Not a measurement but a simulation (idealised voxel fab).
The following process module bears the name voxel released beams.
It is cross-section cut that appears here, measuring 205 nm in width, its square cells being 5 nm in size.
When this document writes out a cross-section, it uses a grid of square cells and lists it as bands, beginning at the top and moving down, with a band standing for one or more rows of cells.
For a band, the entry starts with two heights in nm, that of the top and then that of the bottom, and carries on with the band's materials in order from left to right, each alongside its width in nm; the word "throughout" beside a single material means it fills the band edge to edge, and "blank" means empty space.
Below 0: as-received wafer, all one material; heights counted from there. Lowest band: no bottom, goes on down, written "0..down".
Quick explanation for "30->40": the width changes in equal steps down the rows of cells, from the first number in the band's top row to the second number in its bottom row.
Any step labelled "no modifications" changed none of the cells in the cross-section.
For the entry "Sealed void list", the listed items are empty spaces with no open way to the top whose size is 8 cells or more; each item follows the pattern width x height at distance, where distance is from the left edge and all three are in nm.
Heads up: the bit after the settings on a step's line is the simulator's remark on that step.
A step's line can hold "overlay nm"; with a mask on that step, the setting says how far right of the planned place the mask lay, while a negative setting says it lay to the left.
Heads up before you read on: it's before/after pairs around one process step each, after side only down to the lowest band that changed, step plus settings under the pair. Pairs can be from different runs of this module, same starting wafer, so only chain a pair onto the one above if its "Pre-process" entry says so.

Pre-process
> 0..down  Si throughout
> Sealed void list: none

Post-Step Appearance
> 10..0  SiN throughout
> below 0: unchanged
> Sealed void list: none
Between the two cross-sections shown above, the process step is CONFORMAL_DEP,material SiN,thk nm 10

Pre-process: nothing new to draw here, it's the after view of the pair just above.

Post-Step Appearance
> 30..10  SiO2 throughout
> below 10: unchanged
> Sealed void list: none
Between the two cross-sections shown above, the process step is DIRECTIONAL_DEP,material SiO2,thk nm 20

Pre-process: nothing new to draw here, it's the after view of the pair just above.

Post-Step Appearance
> 30..10  SiO2 60, blank 30, SiO2 115
> below 10: unchanged
> Sealed void list: none
Between the two cross-sections shown above, the process step is MASKED_ETCH,tone open,mask id ANCHOR,width nm 30,etch materials SiO2,depth nm 20,overlay nm 0

Pre-process: nothing new to draw here, it's the after view of the pair just above.

Post-Step Appearance
> 40..30  W 70, blank 10, W 125
> 30..20  SiO2 60, W 10, blank 10, W 10, SiO2 115
> 20..10  SiO2 60, W 30, SiO2 115
> below 10: unchanged
> Sealed void list: none
Between the two cross-sections shown above, the process step is CONFORMAL_DEP,material W,thk nm 10

Pre-process: nothing new to draw here, it's the after view of the pair just above.

Post-Step Appearance
> 40..30  blank 55, W 15, blank 10, W 60, blank 65
> below 30: unchanged
> Sealed void list: none
Between the two cross-sections shown above, the process step is MASKED_ETCH,tone cover,mask id BEAM,width nm 85,etch materials W,depth nm 10,overlay nm 0

Pre-process: nothing new to draw here, it's the after view of the pair just above.

Post-Step Appearance
> 40..30  blank 55, W 15, blank 10, W 60, blank 65
> 30..20  blank 60, W 10, blank 10, W 10, blank 115
> 20..10  blank 60, W 30, blank 115
> below 10: unchanged
> Sealed void list: none
Between the two cross-sections shown above, the process step is STRIP,etch materials SiO2

Pre-process
> 10..0  SiN throughout
> 0..down  Si throughout
> Sealed void list: none

Post-Step Appearance
> 20..10  W throughout
> below 10: unchanged
> Sealed void list: none
Between the two cross-sections shown above, the process step is CONFORMAL_DEP,material W,thk nm 10

Pre-process: nothing new to draw here, it's the after view of the pair just above.

Post-Step Appearance
> 20..10  blank 55, W 85, blank 65
> below 10: unchanged
> Sealed void list: none
Between the two cross-sections shown above, the process step is MASKED_ETCH,tone cover,mask id BEAM,width nm 85,etch materials W,depth nm 10,overlay nm 0

Pre-process
> 0..down  Si throughout
> Sealed void list: none

Post-Step Appearance
> 20..0  SiO2 throughout
> below 0: unchanged
> Sealed void list: none
Between the two cross-sections shown above, the process step is DIRECTIONAL_DEP,material SiO2,thk nm 20

Pre-process: nothing new to draw here, it's the after view of the pair just above.

Post-Step Appearance
> 30..20  SiN throughout
> below 20: unchanged
> Sealed void list: none
Between the two cross-sections shown above, the process step is CONFORMAL_DEP,material SiN,thk nm 10

Pre-process: nothing new to draw here, it's the after view of the pair just above.

Post-Step Appearance
> 40..30  W throughout
> below 30: unchanged
> Sealed void list: none
Between the two cross-sections shown above, the process step is CONFORMAL_DEP,material W,thk nm 10

Pre-process: nothing new to draw here, it's the after view of the pair just above.

Post-Step Appearance
> 40..30  blank 55, W 85, blank 65
> below 30: unchanged
> Sealed void list: none
Between the two cross-sections shown above, the process step is MASKED_ETCH,tone cover,mask id BEAM,width nm 85,etch materials W,depth nm 10,overlay nm 0

Pre-process
> 0..down  Si throughout
> Sealed void list: none

Post-Step Appearance
> 15..0  SiN throughout
> below 0: unchanged
> Sealed void list: none
Between the two cross-sections shown above, the process step is CONFORMAL_DEP,material SiN,thk nm 15

Pre-process: nothing new to draw here, it's the after view of the pair just above.

Post-Step Appearance
> 35..15  SiO2 throughout
> below 15: unchanged
> Sealed void list: none
Between the two cross-sections shown above, the process step is DIRECTIONAL_DEP,material SiO2,thk nm 20

Pre-process: nothing new to draw here, it's the after view of the pair just above.

Post-Step Appearance
> 35..15  SiO2 60, blank 30, SiO2 115
> below 15: unchanged
> Sealed void list: none
Between the two cross-sections shown above, the process step is MASKED_ETCH,tone open,mask id ANCHOR,width nm 30,etch materials SiO2,depth nm 20,overlay nm 0

Pre-process: nothing new to draw here, it's the after view of the pair just above.

Post-Step Appearance
> 45..35  W 70, blank 10, W 125
> 35..25  SiO2 60, W 10, blank 10, W 10, SiO2 115
> 25..15  SiO2 60, W 30, SiO2 115
> below 15: unchanged
> Sealed void list: none
Between the two cross-sections shown above, the process step is CONFORMAL_DEP,material W,thk nm 10

Pre-process: nothing new to draw here, it's the after view of the pair just above.

Post-Step Appearance
> 45..35  blank 55, W 15, blank 10, W 60, blank 65
> below 35: unchanged
> Sealed void list: none
Between the two cross-sections shown above, the process step is MASKED_ETCH,tone cover,mask id BEAM,width nm 85,etch materials W,depth nm 10,overlay nm 0

Pre-process: nothing new to draw here, it's the after view of the pair just above.

Post-Step Appearance
> 45..35  blank 55, W 15, blank 10, W 60, blank 65
> 35..25  blank 60, W 10, blank 10, W 10, blank 115
> 25..15  blank 60, W 30, blank 115
> below 15: unchanged
> Sealed void list: none
Between the two cross-sections shown above, the process step is STRIP,etch materials SiO2

Pre-process
> 30..10  SiO2 throughout
> 10..0  SiN throughout
> 0..down  Si throughout
> Sealed void list: none

Post-Step Appearance
> 30..10  SiO2 60, blank 35, SiO2 110
> below 10: unchanged
> Sealed void list: none
Between the two cross-sections shown above, the process step is MASKED_ETCH,tone open,mask id ANCHOR,width nm 35,etch materials SiO2,depth nm 20,overlay nm 0

Pre-process: nothing new to draw here, it's the after view of the pair just above.

Post-Step Appearance
> 40..30  W 70, blank 15, W 120
> 30..20  SiO2 60, W 10, blank 15, W 10, SiO2 110
> 20..10  SiO2 60, W 35, SiO2 110
> below 10: unchanged
> Sealed void list: none
Between the two cross-sections shown above, the process step is CONFORMAL_DEP,material W,thk nm 10

Pre-process: nothing new to draw here, it's the after view of the pair just above.

Post-Step Appearance
> 40..30  blank 55, W 15, blank 15, W 55, blank 65
> below 30: unchanged
> Sealed void list: none
Between the two cross-sections shown above, the process step is MASKED_ETCH,tone cover,mask id BEAM,width nm 85,etch materials W,depth nm 10,overlay nm 0

Pre-process: nothing new to draw here, it's the after view of the pair just above.

Post-Step Appearance
> 40..30  blank 55, W 15, blank 15, W 55, blank 65
> 30..20  blank 60, W 10, blank 15, W 10, blank 110
> 20..10  blank 60, W 35, blank 110
> below 10: unchanged
> Sealed void list: none
Between the two cross-sections shown above, the process step is STRIP,etch materials SiO2

Pre-process
> 30..10  SiO2 throughout
> 10..0  SiN throughout
> 0..down  Si throughout
> Sealed void list: none

Post-Step Appearance
> 30..10  SiO2 65, blank 30, SiO2 110
> below 10: unchanged
> Sealed void list: none
Between the two cross-sections shown above, the process step is MASKED_ETCH,tone open,mask id ANCHOR,width nm 30,etch materials SiO2,depth nm 20,overlay nm 5

Pre-process: nothing new to draw here, it's the after view of the pair just above.

Post-Step Appearance
> 40..30  W 75, blank 10, W 120
> 30..20  SiO2 65, W 10, blank 10, W 10, SiO2 110
> 20..10  SiO2 65, W 30, SiO2 110
> below 10: unchanged
> Sealed void list: none
Between the two cross-sections shown above, the process step is CONFORMAL_DEP,material W,thk nm 10

Pre-process: nothing new to draw here, it's the after view of the pair just above.

Post-Step Appearance
> 40..30  blank 55, W 20, blank 10, W 55, blank 65
> below 30: unchanged
> Sealed void list: none
Between the two cross-sections shown above, the process step is MASKED_ETCH,tone cover,mask id BEAM,width nm 85,etch materials W,depth nm 10,overlay nm 0

Pre-process: nothing new to draw here, it's the after view of the pair just above.

Post-Step Appearance
> 40..30  blank 55, W 20, blank 10, W 55, blank 65
> 30..20  blank 65, W 10, blank 10, W 10, blank 110
> 20..10  blank 65, W 30, blank 110
> below 10: unchanged
> Sealed void list: none
Between the two cross-sections shown above, the process step is STRIP,etch materials SiO2

Pre-process
> 10..0  SiN throughout
> 0..down  Si throughout
> Sealed void list: none

Post-Step Appearance
> 30..10  W throughout
> below 10: unchanged
> Sealed void list: none
Between the two cross-sections shown above, the process step is DIRECTIONAL_DEP,material W,thk nm 20

Pre-process: nothing new to draw here, it's the after view of the pair just above.

Post-Step Appearance
> 40..10  W throughout
> below 10: unchanged
> Sealed void list: none
Between the two cross-sections shown above, the process step is CONFORMAL_DEP,material W,thk nm 10

Pre-process: nothing new to draw here, it's the after view of the pair just above.

Post-Step Appearance
> 40..30  blank 55, W 85, blank 65
> below 30: unchanged
> Sealed void list: none
Between the two cross-sections shown above, the process step is MASKED_ETCH,tone cover,mask id BEAM,width nm 85,etch materials W,depth nm 10,overlay nm 0

Pre-process
> 40..30  W 70, blank 10, W 125
> 30..20  SiO2 60, W 10, blank 10, W 10, SiO2 115
> 20..10  SiO2 60, W 30, SiO2 115
> 10..0  SiN throughout
> 0..down  Si throughout
> Sealed void list: none

Post-Step Appearance
> 40..30  W 55, blank 85, W 65
> 30..10  SiO2 60, W 10, blank 10, W 10, SiO2 115
> below 10: unchanged
> Sealed void list: none
Between the two cross-sections shown above, the process step is MASKED_ETCH,tone open,mask id BEAM,width nm 85,etch materials W,depth nm 10,overlay nm 0

Pre-process: nothing new to draw here, it's the after view of the pair just above.

Post-Step Appearance
> 30..10  blank 60, W 10, blank 10, W 10, blank 115
> below 10: unchanged
> Sealed void list: none
Between the two cross-sections shown above, the process step is STRIP,etch materials SiO2
